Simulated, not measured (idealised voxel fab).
Proc. module: voxel released beams
Cross-section cut: width 295 nm, square cells of 5 nm.
Notation: cross-section as square-cell grid; stated in bands, top first, going down; one or more cell rows per band.
Heights first: top, then bottom, in nm. Then materials, left to right, each with a width in nm. "edge to edge" on a single material: fills the band edge to edge. "air": empty space.
Height is counted from the level 0, under which the received wafer is composed throughout of one material. The lowest of the bands is not closed at the bottom but continues downward, in the notation "0..down".
Read "30 to 40" as a graded width: first number on top, second number at the bottom, same change between each pair of neighbouring rows.
It should be understood that the words "remains unaltered", when stated for a given step, signify that the cross-section underwent no change in any of its cells during that step.
Enclosed voids (no open way to top), threshold 8 cells or more, entry "Enclosed void list", notation width x height at distance, distance from left edge, nm.
Whatever follows a step's settings on its line is a remark the simulator itself makes about that step.
For masked steps, "overlay nm" on the step line gives how far right of plan the mask actually lay; a minus sign means it lay to the left.

Here's what the planned process steps look like:
1 RECEIVE [material Si]
2 CONFORMAL_DEP [material Al2O3] [thk nm 5]
3 DIRECTIONAL_DEP [material SiO2] [thk nm 15]
4 DIRECTIONAL_DEP [material aC] [thk nm 15]
5 PATTERN [tone open] [mask id ANCHOR] [material resist] [width nm 40] [thk nm 35] [overlay nm 0]
6 DIRECTIONAL_ETCH [etch materials aC] [depth nm 15]
7 STRIP [etch materials resist]
8 DIRECTIONAL_ETCH [etch materials SiO2] [depth nm 15]
9 STRIP [etch materials aC]
10 CONFORMAL_DEP [material SiN] [thk nm 15]
11 DIRECTIONAL_DEP [material aC] [thk nm 15]
12 PATTERN [tone cover] [mask id BEAM] [material resist] [width nm 95] [thk nm 30] [overlay nm 0]
13 DIRECTIONAL_ETCH [etch materials aC] [depth nm 15]
14 STRIP [etch materials resist]
15 DIRECTIONAL_ETCH [etch materials SiN] [depth nm 15]
16 STRIP [etch materials aC]
17 STRIP [etch materials SiO2]

Cross-section of the wafer upon arrival, representing the state reached after step 1:
	0..down | Si edge to edge
	Enclosed void list: none

Same starting wafer, same plan as above, one mistake in the execution; this is the cross-section at the end of the module:
	35..20 | air (95) / SiN (20) / air (15) / SiN (60) / air (105)
	20..5 | air (100) / SiN (45) / air (150)
	5..0 | Al2O3 edge to edge
	0..down | Si edge to edge
	Enclosed void list: none
So what did we get wrong on this run? the process deviated at step 5: the operation and settings actually run there were PATTERN [tone open] [mask id ANCHOR] [material resist] [width nm 45] [thk nm 35] [overlay nm 0]
